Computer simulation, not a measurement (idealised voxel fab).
The process module that follows is named voxel ribs on slabs.
Shown is cross-section cut, with a width of 160 nm and square cells of size 5 nm.
The cross-sections in this document take the form of a grid made of square cells. They are written out as bands, in order from top to bottom. Each band consists of one or more rows of cells.
Band: top height; bottom height; in nm. Then, left to right: material with width in nm, for each material. "everywhere": a single material spanning edge to edge. "air": empty space.
Height is counted from the level 0, under which the received wafer is composed throughout of one material. The lowest of the bands is not closed at the bottom but continues downward, in the notation "from 0 down".
Width "30->40": first value at the band's top row of cells, second value at its bottom row, equal change from row to row.
Take "everything unchanged" at face value: in the step it is given for, the cross-section changed in none of its cells.
Reported under the label "Closed void listing" are the empty spaces having no open way to the top and comprising 8 cells or more; the notation for each is width x height at distance, in which the distance is measured from the left edge and all three values are in nm.
Formally, on a step line, whatever follows the settings is a remark that the simulator itself makes on the step.
overlay nm: mask offset rightward from planned place, masked step; negative means leftward offset.

-- This section lists the process steps that were planned
1 RECEIVE | material Si
2 DIRECTIONAL_DEP | material SiO2 | thk nm 20
3 DIRECTIONAL_DEP | material polySi | thk nm 20
4 PATTERN | tone cover | mask id RIB | material resist | width nm 30 | thk nm 15 | overlay nm 0
5 DIRECTIONAL_ETCH | etch materials polySi | depth nm 5
6 STRIP | etch materials resist
7 PATTERN | tone cover | mask id SLAB | material resist | width nm 60 | thk nm 20 | overlay nm 0
8 DIRECTIONAL_ETCH | etch materials polySi | depth nm 15
9 STRIP | etch materials resist
10 FILL_DEP | material SiO2 | thk nm 20
11 CMP | height nm 50
12 DIRECTIONAL_DEP | material TiN | thk nm 10
13 PATTERN | tone cover | mask id HEATER | material resist | width nm 40 | thk nm 15 | overlay nm -15
14 DIRECTIONAL_ETCH | etch materials TiN | depth nm 10
15 STRIP | etch materials resist
16 CONFORMAL_DEP | material SiO2 | thk nm 5
The wafers are alike at the start. At step 13, their overlay nm differs. The plan lists the first wafer's value.

-- Incoming state of the first of several wafers in cross-section: after step 1
* from 0 down | Si everywhere
* Closed void listing: none

-- Quick look at the cross-section of the first of several wafers after step 16, which wraps up the module
* from 65 to 60 | 40 of air, 50 of SiO2, 70 of air
* from 60 to 55 | 40 of air, 5 of SiO2, 40 of TiN, 5 of SiO2, 70 of air
* from 55 to 50 | 45 of SiO2, 40 of TiN, 75 of SiO2
* from 50 to 40 | SiO2 everywhere
* from 40 to 35 | 65 of SiO2, 30 of polySi, 65 of SiO2
* from 35 to 20 | 50 of SiO2, 60 of polySi, 50 of SiO2
* from 20 to 0 | SiO2 everywhere
* from 0 down | Si everywhere
* Closed void listing: none

-- The module's end: a cross-section of the last wafer
* from 65 to 60 | 70 of air, 50 of SiO2, 40 of air
* from 60 to 55 | 70 of air, 5 of SiO2, 40 of TiN, 5 of SiO2, 40 of air
* from 55 to 50 | 75 of SiO2, 40 of TiN, 45 of SiO2
* from 50 to 40 | SiO2 everywhere
* from 40 to 35 | 65 of SiO2, 30 of polySi, 65 of SiO2
* from 35 to 20 | 50 of SiO2, 60 of polySi, 50 of SiO2
* from 20 to 0 | SiO2 everywhere
* from 0 down | Si everywhere
* Closed void listing: none

-- So in this table every wafer gets its own row, and what you see is where it stands at the end of the module: for each material, how many cells it picked up (+) or gave up (-) since we received it, and after that its closed voids
overlay nm -15, +314 SiO2, +16 TiN, +42 polySi, Closed void listing: none
overlay nm -10, +314 SiO2, +16 TiN, +42 polySi, Closed void listing: none
overlay nm -5, +314 SiO2, +16 TiN, +42 polySi, Closed void listing: none
overlay nm 0, +314 SiO2, +16 TiN, +42 polySi, Closed void listing: none
overlay nm 5, +314 SiO2, +16 TiN, +42 polySi, Closed void listing: none
overlay nm 10, +314 SiO2, +16 TiN, +42 polySi, Closed void listing: none
overlay nm 15, +314 SiO2, +16 TiN, +42 polySi, Closed void listing: none
